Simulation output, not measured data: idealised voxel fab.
A process module follows: voxel released beams.
Section cut is 160 nm wide and gridded with 5 nm square cells.
Cross-section = grid of square cells, listed top down in bands; band = one or more rows. Within each band entry, the heights of the top and of the bottom of the band appear first, in that order and in nm; the materials of the band then follow from left to right, each with its corresponding width in nm. The designation "everywhere" on a single material indicates that it fills the band from edge to edge; the designation "blank" indicates empty space. Beneath 0, the wafer as received is one material, and that level is where height counting begins. The lowest band goes on downward without a bottom; it is written like "0 and below". Graded width ("30->40"): value in top row of band = first number; value in bottom row = second number; row-to-row change constant. Given "remains unaltered" for a step, no cell of the cross-section differs between before and after that step. Empty spaces without an open route to the top, at least 8 cells in extent, make up the entry "Trapped voids"; each is given as width x height at distance, where the distance is measured from the left edge, and all are in nm. Whatever follows a step's settings on its line is a remark the simulator itself makes about that step. "overlay nm", when on a step's line for a step with a mask, measures how far to the right of its planned place the mask lay; a negative measure means to the left.
### Process steps - plan
| 1 | RECEIVE | material Si |
| 2 | CONFORMAL_DEP | material Al2O3 | thk nm 10 |
| 3 | DIRECTIONAL_DEP | material SiO2 | thk nm 10 |
| 4 | PATTERN | tone open | mask id ANCHOR | material resist | width nm 30 | thk nm 15 | overlay nm 0 |
| 5 | DIRECTIONAL_ETCH | etch materials SiO2 | depth nm 10 |
| 6 | STRIP | etch materials resist |
| 7 | CONFORMAL_DEP | material SiN | thk nm 10 |
| 8 | DIRECTIONAL_DEP | material aC | thk nm 15 |
| 9 | PATTERN | tone cover | mask id BEAM | material resist | width nm 95 | thk nm 30 | overlay nm 0 |
| 10 | DIRECTIONAL_ETCH | etch materials aC | depth nm 15 |
| 11 | STRIP | etch materials resist |
| 12 | DIRECTIONAL_ETCH | etch materials SiN | depth nm 10 |
| 13 | STRIP | etch materials aC |
| 14 | STRIP | etch materials SiO2 |
### Below: the first of two wafers, run as planned
### Cross-section of the wafer upon arrival, representing the state reached after step 1
> 0 and below: Si everywhere
> Trapped voids: none
### Cross-section through the wafer, step 2 finished
> 10 down to 0: Al2O3 everywhere
> Whatever lies below 0 is exactly as it was before.
### Cross-section through the wafer, step 3 finished
> 20 down to 10: SiO2 everywhere
> Whatever lies below 10 is exactly as it was before.
### Cross-section through the wafer, step 4 finished
> 35 down to 20: resist=35 | blank=30 | resist=95
> Whatever lies below 20 is exactly as it was before.
### Cross-section through the wafer, step 5 finished
> 35 down to 20: resist=35 | blank=30 | resist=95
> 20 down to 10: SiO2=35 | blank=30 | SiO2=95
> Whatever lies below 10 is exactly as it was before.
### Cross-section through the wafer, step 6 finished
> 20 down to 10: SiO2=35 | blank=30 | SiO2=95
> Whatever lies below 10 is exactly as it was before.
### Cross-section through the wafer, step 7 finished
> 30 down to 20: SiN=45 | blank=10 | SiN=105
> 20 down to 10: SiO2=35 | SiN=30 | SiO2=95
> Whatever lies below 10 is exactly as it was before.
### Cross-section through the wafer, step 8 finished
> 45 down to 35: aC=45 | blank=10 | aC=105
> 35 down to 30: aC everywhere
> 30 down to 20: SiN=45 | aC=10 | SiN=105
> Whatever lies below 20 is exactly as it was before.
### Cross-section through the wafer, step 9 finished
> 75 down to 45: blank=30 | resist=95 | blank=35
> 45 down to 35: aC=45 | resist=10 | aC=105
> Whatever lies below 35 is exactly as it was before.
### Cross-section through the wafer, step 10 finished
> 60 down to 45: blank=30 | resist=95 | blank=35
> 45 down to 35: blank=30 | aC=15 | resist=10 | aC=70 | blank=35
> 35 down to 30: blank=30 | aC=95 | blank=35
> Whatever lies below 30 is exactly as it was before.
### Cross-section through the wafer, step 11 finished
> 45 down to 35: blank=30 | aC=15 | blank=10 | aC=70 | blank=35
> Whatever lies below 35 is exactly as it was before.
### Cross-section through the wafer, step 12 finished
> 45 down to 35: blank=30 | aC=15 | blank=10 | aC=70 | blank=35
> 35 down to 30: blank=30 | aC=95 | blank=35
> 30 down to 20: blank=30 | SiN=15 | aC=10 | SiN=70 | blank=35
> Whatever lies below 20 is exactly as it was before.
### Cross-section through the wafer, step 13 finished
> 30 down to 20: blank=30 | SiN=15 | blank=10 | SiN=70 | blank=35
> Whatever lies below 20 is exactly as it was before.
### Cross-section through the wafer, step 14 finished
> 30 down to 20: blank=30 | SiN=15 | blank=10 | SiN=70 | blank=35
> 20 down to 10: blank=35 | SiN=30 | blank=95
> Whatever lies below 10 is exactly as it was before.
### The second wafer: identical to the first at the outset and in its planned sequence, differing only in that one mistake was made during processing; up to and including step 8, its path is the first wafer's path
### Cross-section of the second wafer at the time step 9 of the plan should have ended
> 75 down to 45: blank=30 | resist=100 | blank=30
> 45 down to 35: aC=45 | resist=10 | aC=105
> Whatever lies below 35 is exactly as it was before.
### Cross-section of the second wafer at the time step 10 of the plan should have ended
> 60 down to 45: blank=30 | resist=100 | blank=30
> 45 down to 35: blank=30 | aC=15 | resist=10 | aC=75 | blank=30
> 35 down to 30: blank=30 | aC=100 | blank=30
> Whatever lies below 30 is exactly as it was before.
### Cross-section of the second wafer at the time step 11 of the plan should have ended
> 45 down to 35: blank=30 | aC=15 | blank=10 | aC=75 | blank=30
> Whatever lies below 35 is exactly as it was before.
### Cross-section of the second wafer at the time step 12 of the plan should have ended
> 45 down to 35: blank=30 | aC=15 | blank=10 | aC=75 | blank=30
> 35 down to 30: blank=30 | aC=100 | blank=30
> 30 down to 20: blank=30 | SiN=15 | aC=10 | SiN=75 | blank=30
> Whatever lies below 20 is exactly as it was before.
### Cross-section of the second wafer at the time step 13 of the plan should have ended
> 30 down to 20: blank=30 | SiN=15 | blank=10 | SiN=75 | blank=30
> Whatever lies below 20 is exactly as it was before.
### Cross-section of the second wafer at the time step 14 of the plan should have ended
> 30 down to 20: blank=30 | SiN=15 | blank=10 | SiN=75 | blank=30
> 20 down to 10: blank=35 | SiN=30 | blank=95
> Whatever lies below 10 is exactly as it was before.
Nonconformance to the process plan: heads up, step 9 didn't go per plan, it actually ran as PATTERN | tone cover | mask id BEAM | material resist | width nm 100 | thk nm 30 | overlay nm 0
Wrapping up, a cell-based count of both wafers puts the second over or under the first for these materials: 2 more of SiN
